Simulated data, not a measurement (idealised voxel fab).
process module | voxel fin reveal
cross-section cut | 180 nm wide | cells 5 nm
A cross-section is a grid of square cells, given in bands from the top down. A band is one or more rows of cells.
Each band's line starts with the height of the band's top and of its bottom, in nm. Then come its materials from left to right, each with its width in nm. One material with "throughout" fills the band from edge to edge. "air" is empty space.
Height 0 is the level under which the wafer as received is all one material. The lowest band goes on downwards, as in "0 down".
A width such as "30 to 40" changes by the same amount from each row of cells to the next, from the band's top row to its bottom row.
"no change" after a step means that no cell of the cross-section changed.
closed voids: empty space of 8 cells or more with no open way to the top, each as width x height at its distance from the left edge, in nm
after a step's settings: what the simulator itself notes on the step
overlay nm, on a step with a mask: how far to the right of its planned place the mask lay; to the left if negative
plan
1 op RECEIVE | material Si
2 op CONFORMAL_DEP | material SiN | thk nm 10
3 op DIRECTIONAL_DEP | material aC | thk nm 10
4 op PATTERN | tone cover | mask id FINS | material resist | width nm 15 | pitch nm 35 | thk nm 30 | overlay nm 0
5 op DIRECTIONAL_ETCH | etch materials aC | depth nm 10
6 op STRIP | etch materials resist
7 op DIRECTIONAL_ETCH | etch materials SiN | depth nm 10
8 op DIRECTIONAL_ETCH | etch materials Si | depth nm 40
9 op STRIP | etch materials aC
10 op FILL_DEP | material SiO2 | thk nm 5
11 op CMP | height nm 10
12 op SELECTIVE_ETCH | etch materials SiO2 | depth nm 25
13 op STRIP | etch materials SiN
14 op CONFORMAL_DEP | material SiO2 | thk nm 5
as received, after step 1
  0 down: Si throughout
  closed voids: none
a wafer at the end: this start, this plan, one mistake
  5 to 0: air 40 | aC 25 | air 10 | aC 25 | air 10 | aC 25 | air 45
  0 to -10: air 40 | aC 5 | Si 15 | aC 5 | air 10 | aC 5 | Si 15 | aC 5 | air 10 | aC 5 | Si 15 | aC 5 | air 45
  -10 to -15: aC 45 | Si 15 | aC 20 | Si 15 | aC 20 | Si 15 | aC 50
  -15 to -40: SiO2 45 | Si 15 | SiO2 20 | Si 15 | SiO2 20 | Si 15 | SiO2 50
  -40 down: Si throughout
  closed voids: none
what went wrong: step 14 ran as: op CONFORMAL_DEP | material aC | thk nm 5
